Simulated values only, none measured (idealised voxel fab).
The document below concerns the process module designated voxel self aligned vias.
It is cross-section cut that appears here, measuring 275 nm in width, its square cells being 5 nm in size.
Reading order for cross-sections: top band down to bottom band. Underlying form: a grid of square cells. Band size: one or more rows of cells. The band entry comprises the height of the band's top followed by the height of its bottom, expressed in nm, and subsequently the band's materials from left to right, each stated together with its width in nm. Where a single material is marked with the word "edge to edge", that material fills the band from edge to edge. The word "empty" represents empty space. For the purposes of this specification, 0 denotes the height below which the wafer in its as-received condition is composed wholly of one material, and the lowermost band, lacking a lower limit, extends downward without end, as expressed in "0 nm and below". So if you see something like "30 to 40" for the width, read it as the top row of the band sitting at the first number and the bottom row at the second, with every row in between moving by the same amount as the last. A step reported as "no alteration" is a step in which no cell of the cross-section changed. Each empty space that has no open way to the top and spans at least 8 cells appears under "Closed void table" as width x height at distance, the distance counted from the left edge, all in nm. The remark found on a step's line after its settings is issued by the simulator itself and pertains to that step. overlay nm: right-of-plan distance of the mask on a masked step; negative values mean left-of-plan.
## Below is the list of planned process steps
step 1: RECEIVE, material Si
step 2: CONFORMAL_DEP, material SiO2, thk nm 15
step 3: CONFORMAL_DEP, material SiCN, thk nm 5
step 4: DIRECTIONAL_DEP, material SiO2, thk nm 20
step 5: PATTERN, tone open, mask id LINES, material resist, width nm 20, pitch nm 70, thk nm 15, overlay nm 0
step 6: DIRECTIONAL_ETCH, etch materials SiO2, depth nm 20
step 7: STRIP, etch materials resist
step 8: CONFORMAL_DEP, material TiN, thk nm 5
step 9: FILL_DEP, material W, thk nm 5
step 10: CMP, height nm 40
step 11: SELECTIVE_ETCH, etch materials W Ru TiN, depth nm 5
step 12: FILL_DEP, material SiN, thk nm 5
step 13: CMP, height nm 40
step 14: DIRECTIONAL_DEP, material SiO2, thk nm 15
step 15: PATTERN, tone open, mask id VIAS, material resist, width nm 40, pitch nm 140, thk nm 15, overlay nm 0
step 16: DIRECTIONAL_ETCH, etch materials SiO2, depth nm 15
step 17: DIRECTIONAL_ETCH, etch materials SiN, depth nm 5
step 18: STRIP, etch materials resist
step 19: CONFORMAL_DEP, material TiN, thk nm 5
step 20: FILL_DEP, material Cu, thk nm 10
step 21: CMP, height nm 55
step 22: CONFORMAL_DEP, material SiN, thk nm 5
## Cross-sectional view of the wafer in its as-received condition, corresponding to the state after step 1
  0 nm and below: Si edge to edge
  Closed void table: none
## What the wafer looks like in cross-section after this module, when it starts as shown above and follows the plan above but one mistake is made in running it
  60 nm to 55 nm: SiN edge to edge
  55 nm to 45 nm: SiO2 45, then TiN 5, then Cu 30, then TiN 5, then SiO2 100, then TiN 5, then Cu 30, then TiN 5, then SiO2 50
  45 nm to 40 nm: SiO2 45, then TiN 40, then SiO2 100, then TiN 40, then SiO2 50
  40 nm to 35 nm: SiN 45, then TiN 10, then SiO2 20, then TiN 10, then SiN 40, then SiO2 20, then SiN 40, then TiN 10, then SiO2 20, then TiN 10, then SiN 50
  35 nm to 25 nm: W 50, then TiN 5, then SiO2 20, then TiN 5, then W 40, then TiN 5, then SiO2 20, then TiN 5, then W 40, then TiN 5, then SiO2 20, then TiN 5, then W 55
  25 nm to 20 nm: TiN 55, then SiO2 20, then TiN 50, then SiO2 20, then TiN 50, then SiO2 20, then TiN 60
  20 nm to 15 nm: SiCN edge to edge
  15 nm to 0 nm: SiO2 edge to edge
  0 nm and below: Si edge to edge
  Closed void table: none
Want to know what went wrong? step 5 deviated from plan and actually ran as PATTERN, tone cover, mask id LINES, material resist, width nm 20, pitch nm 70, thk nm 15, overlay nm 0
